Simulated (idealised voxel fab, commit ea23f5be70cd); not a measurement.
The following process module bears the name voxel tone inversion.
Square cell edge 5 nm, section width 255 nm, ID cut.
Square cells in a grid make up a cross-section in this document, and the grid is given as bands, listed from the top down, each one or more rows of cells.
Top, bottom (nm), then materials left to right with widths (nm); lone material tagged "throughout" fills the whole band edge to edge; "blank" = empty space.
Height reference: 0 = level under which incoming wafer is all one material. Lowest band: no bottom, runs on downward, e.g. "0..down".
A width given as "30 to 40" starts at the first number in the band's top row and ends at the second number in its bottom row, shifting by an equal amount at every step from row to row.
The designation "nothing altered", where it is given for a processing step, indicates that no cell of the cross-section was altered in the course of that step.
The label "Closed empty spaces" introduces a list of the empty spaces, 8 cells or larger, that have no open way up to the top; each entry in it reads width x height at distance, where the distance is taken from the left edge and all three are stated in nm.
On a step's line, text after the settings is the simulator commenting on that step.
The line of a step may include "overlay nm". On a step with a mask, this value is how far to the right of its planned place the mask lay. A negative value means the mask lay to the left.
SO HERE'S THE LINEUP OF PROCESS STEPS WE PLANNED
1. RECEIVE | material Si
2. CONFORMAL_DEP | material SiN | thk nm 5
3. DIRECTIONAL_DEP | material polySi | thk nm 15
4. PATTERN | tone cover | mask id POSTS | material resist | width nm 25 | pitch nm 40 | thk nm 25 | overlay nm -15
5. DIRECTIONAL_ETCH | etch materials polySi | depth nm 15
6. STRIP | etch materials resist
7. FILL_DEP | material lowk | thk nm 5
8. CMP | height nm 20
9. STRIP | etch materials polySi
10. CONFORMAL_DEP | material TiN | thk nm 5
11. FILL_DEP | material Cu | thk nm 10
12. CMP | height nm 20
13. CONFORMAL_DEP | material SiN | thk nm 5
Every wafer here starts from the same state; it is the step 4 overlay nm that distinguishes them, and the value the plan gives belongs to the first wafer.
AFTER STEP 1, AS RECEIVED: FIRST OF SEVERAL WAFERS, CROSS-SECTION
- 0..down | Si throughout
- Closed empty spaces: none
THE FIRST OF SEVERAL WAFERS, SEEN IN CROSS-SECTION AFTER THE MODULE'S LAST STEP, STEP 13
- 25..20 | SiN throughout
- 20..10 | 80 of lowk, 5 of TiN, 15 of Cu, 5 of TiN, 15 of lowk, 5 of TiN, 15 of Cu, 5 of TiN, 110 of lowk
- 10..5 | 80 of lowk, 25 of TiN, 15 of lowk, 25 of TiN, 110 of lowk
- 5..0 | SiN throughout
- 0..down | Si throughout
- Closed empty spaces: none
CROSS-SECTION AT MODULE COMPLETION, LAST WAFER
- 25..20 | SiN throughout
- 20..10 | 110 of lowk, 5 of TiN, 15 of Cu, 5 of TiN, 15 of lowk, 5 of TiN, 15 of Cu, 5 of TiN, 80 of lowk
- 10..5 | 110 of lowk, 25 of TiN, 15 of lowk, 25 of TiN, 80 of lowk
- 5..0 | SiN throughout
- 0..down | Si throughout
- Closed empty spaces: none
WAFER ROWS; END OF MODULE; CELLS PER MATERIAL SINCE RECEIPT: (+) GAINED, (-) LOST; THEN CLOSED VOIDS
overlay nm -15; +12 Cu; +102 SiN; +18 TiN; +123 lowk; Closed empty spaces: none
overlay nm -10; +12 Cu; +102 SiN; +18 TiN; +123 lowk; Closed empty spaces: none
overlay nm -5; +12 Cu; +102 SiN; +18 TiN; +123 lowk; Closed empty spaces: none
overlay nm 0; +12 Cu; +102 SiN; +18 TiN; +123 lowk; Closed empty spaces: none
overlay nm 5; +12 Cu; +102 SiN; +18 TiN; +123 lowk; Closed empty spaces: none
overlay nm 10; +12 Cu; +102 SiN; +18 TiN; +123 lowk; Closed empty spaces: none
overlay nm 15; +12 Cu; +102 SiN; +18 TiN; +123 lowk; Closed empty spaces: none
